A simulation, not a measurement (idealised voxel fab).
A process module follows: voxel transistor to metal.
The cross-section on display is named cut; it measures 210 nm wide, and its cells are 5 nm squares.
Think of the cross-section as a grid of square cells. We describe it in bands, top to bottom, and each band covers one or more rows of those cells. Within each band entry, the heights of the top and of the bottom of the band appear first, in that order and in nm; the materials of the band then follow from left to right, each with its corresponding width in nm. The designation "all across" on a single material indicates that it fills the band from edge to edge; the designation "empty" indicates empty space. Heights are reckoned from 0. Under this level, the received wafer is all of one material. The bottommost band is open-ended downward, for example "z 0 and below". Top row gets the first number, bottom row gets the second, and each row in between changes by the same step: that is how a band width like "30->40" works. The designation "stayed the same", where it is given for a processing step, indicates that no cell of the cross-section was altered in the course of that step. Enclosed voids (no open way to top), threshold 8 cells or more, entry "Sealed-off cavities", notation width x height at distance, distance from left edge, nm. Heads up: the bit after the settings on a step's line is the simulator's remark on that step. A step line may carry the setting "overlay nm", which, for steps involving a mask, states the distance by which the mask lay to the right of its intended position; negative values denote displacement to the left.
SO HERE'S THE LINEUP OF PROCESS STEPS WE PLANNED
step 1: op RECEIVE | material Si
step 2: op OXIDIZE | depth nm 5
step 3: op CONFORMAL_DEP | material SiN | thk nm 10
step 4: op PATTERN | tone cover | mask id ACTIVE | material resist | width nm 110 | thk nm 20 | overlay nm 0
step 5: op DIRECTIONAL_ETCH | etch materials SiN | depth nm 10
step 6: op DIRECTIONAL_ETCH | etch materials SiO2 | depth nm 5
step 7: op DIRECTIONAL_ETCH | etch materials Si | depth nm 30
step 8: op STRIP | etch materials resist
step 9: op OXIDIZE | depth nm 5
step 10: op FILL_DEP | material SiO2 | thk nm 10
step 11: op CMP | height nm 10
step 12: op SELECTIVE_ETCH | etch materials SiO2 | depth nm 5
step 13: op STRIP | etch materials SiN
step 14: op SELECTIVE_ETCH | etch materials SiO2 | depth nm 5
step 15: op OXIDIZE | depth nm 5
step 16: op DIRECTIONAL_DEP | material polySi | thk nm 20
step 17: op DIRECTIONAL_DEP | material SiCN | thk nm 10
step 18: op MASKED_ETCH | tone cover | mask id GATE | width nm 30 | etch materials SiCN | depth nm 20 | overlay nm 0
step 19: op MASKED_ETCH | tone cover | mask id GATE | width nm 30 | etch materials polySi | depth nm 30 | overlay nm 0
step 20: op CONFORMAL_DEP | material SiN | thk nm 5
step 21: op DIRECTIONAL_ETCH | etch materials SiN | depth nm 5
step 22: op DIRECTIONAL_ETCH | etch materials SiO2 | depth nm 5
step 23: op DIRECTIONAL_ETCH | etch materials Si | depth nm 15
step 24: op EPI | material pSi | thk nm 20
step 25: op FILL_DEP | material SiO2 | thk nm 10
step 26: op CMP | height nm 15
step 27: op STRIP | etch materials polySi
step 28: op SELECTIVE_ETCH | etch materials SiO2 | depth nm 5
step 29: op CONFORMAL_DEP | material HfO2 | thk nm 5
step 30: op CONFORMAL_DEP | material TiN | thk nm 5
step 31: op FILL_DEP | material W | thk nm 10
step 32: op CMP | height nm 10
step 33: op DIRECTIONAL_DEP | material SiO2 | thk nm 15
step 34: op MASKED_ETCH | tone open | mask id CONTACT | width nm 15 | pitch nm 75 | etch materials SiO2 | depth nm 30 | overlay nm 0
step 35: op CONFORMAL_DEP | material TiN | thk nm 5
step 36: op FILL_DEP | material Ru | thk nm 5
step 37: op CMP | height nm 25
step 38: op DIRECTIONAL_DEP | material TiN | thk nm 5
step 39: op DIRECTIONAL_DEP | material Ru | thk nm 20
step 40: op DIRECTIONAL_DEP | material aC | thk nm 15
step 41: op PATTERN | tone cover | mask id METAL_1 | material resist | width nm 15 | pitch nm 75 | thk nm 35 | overlay nm 0
step 42: op DIRECTIONAL_ETCH | etch materials aC | depth nm 15
step 43: op STRIP | etch materials resist
step 44: op DIRECTIONAL_ETCH | etch materials Ru | depth nm 20
step 45: op DIRECTIONAL_ETCH | etch materials TiN | depth nm 5
step 46: op STRIP | etch materials aC
step 47: op FILL_DEP | material lowk | thk nm 5
step 48: op CMP | height nm 50
step 49: op CONFORMAL_DEP | material SiN | thk nm 5
INCOMING WAFER, CROSS-SECTIONAL VIEW, POST STEP 1
    z 0 and below | Si all across
    Sealed-off cavities: none
WAFER AT MODULE END, IN SECTION. BEGAN AS ABOVE, PLANNED AS ABOVE, RUN WITH ONE MISTAKE
    z 55 to 50 | SiN all across
    z 50 to 30 | 60 nm lowk / 15 nm Ru / 60 nm lowk / 15 nm Ru / 60 nm lowk
    z 30 to 25 | 60 nm lowk / 15 nm TiN / 60 nm lowk / 15 nm TiN / 60 nm lowk
    z 25 to 15 | 60 nm SiO2 / 5 nm TiN / 5 nm Ru / 5 nm TiN / 60 nm SiO2 / 5 nm TiN / 5 nm Ru / 5 nm TiN / 60 nm SiO2
    z 15 to 10 | 60 nm SiO2 / 15 nm TiN / 60 nm SiO2 / 15 nm TiN / 60 nm SiO2
    z 10 to 0 | 60 nm SiO2 / 5 nm TiN / 20 nm pSi / 5 nm SiN / 5 nm TiN / 5 nm HfO2 / 10 nm W / 5 nm HfO2 / 5 nm TiN / 5 nm SiN / 20 nm pSi / 5 nm TiN / 60 nm SiO2
    z 0 to -5 | 45 nm SiO2 / 5 nm SiN / 10 nm SiO2 / 5 nm TiN / 20 nm pSi / 5 nm SiN / 5 nm TiN / 20 nm HfO2 / 5 nm TiN / 5 nm SiN / 20 nm pSi / 5 nm TiN / 10 nm SiO2 / 5 nm SiN / 45 nm SiO2
    z -5 to -10 | 50 nm SiO2 / 35 nm pSi / 40 nm TiN / 35 nm pSi / 50 nm SiO2
    z -10 to -25 | 55 nm SiO2 / 30 nm pSi / 40 nm Si / 30 nm pSi / 55 nm SiO2
    z -25 to -40 | 55 nm SiO2 / 100 nm Si / 55 nm SiO2
    z -40 and below | Si all across
    Sealed-off cavities: none
What was done differently from what was planned? deviation from plan: step 30 and step 29 executed in one another's positions
